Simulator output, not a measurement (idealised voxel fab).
voxel tone inversion: a process module
Xsec cut, 155 nm wide, square cell size 5 nm.
For the purposes of this document, a cross-section shall be understood as a grid of square cells, specified as bands listed in top-to-bottom order, each band consisting of one or more rows of cells.
Band: top and bottom heights (nm) first, top before bottom; then materials from left to right, widths in nm. "throughout" marks a sole material filling the band edge to edge. "air" denotes empty space.
The reference from which all heights are counted is 0, the level beneath which the as-received wafer is entirely one material; the lowest band, having no lower bound, proceeds downward and is written after the example "0..down".
Think of "30..40" as a width that walks from the first number to the second as you go down the band, top row to bottom row, taking equal-sized steps from row to row.
Key: "no modification" - step with no changed cell in the cross-section.
You'll see "Closed void roster" listing empty spaces that have no way open to the top, as long as they're 8 cells or more; the notation is width x height at distance, where the distance is from the left edge, and all of it is in nm.
That trailing text on a step's line, after the settings, is the simulator's own remark on the step.
The optional step-line setting "overlay nm" applies to steps with a mask and quantifies how far to the right of its planned location the mask lay, a negative value indicating leftward placement.

Process steps foreseen in the plan:
1,RECEIVE with material Si
2,CONFORMAL_DEP with material SiCN, thk nm 10
3,DIRECTIONAL_DEP with material aC, thk nm 25
4,PATTERN with tone cover, mask id POSTS, material resist, width nm 20, pitch nm 40, thk nm 30, overlay nm 0
5,DIRECTIONAL_ETCH with etch materials aC, depth nm 25
6,STRIP with etch materials resist
7,FILL_DEP with material lowk, thk nm 5
8,CMP with height nm 35
9,STRIP with etch materials aC

Cross-section of the wafer at receipt, which is the condition after step 1:
> 0..down | Si throughout
> Closed void roster: none

Same starting wafer, same plan as above, one mistake in the execution; this is the cross-section at the end of the module:
> 35..10 | lowk 30 nm; air 20 nm; lowk 20 nm; air 20 nm; lowk 20 nm; air 20 nm; lowk 25 nm
> 10..0 | SiCN throughout
> 0..down | Si throughout
> Closed void roster: none
So what did we get wrong on this run? the process deviated at step 4: the operation and settings actually run there were PATTERN with tone cover, mask id POSTS, material resist, width nm 20, pitch nm 40, thk nm 30, overlay nm 5
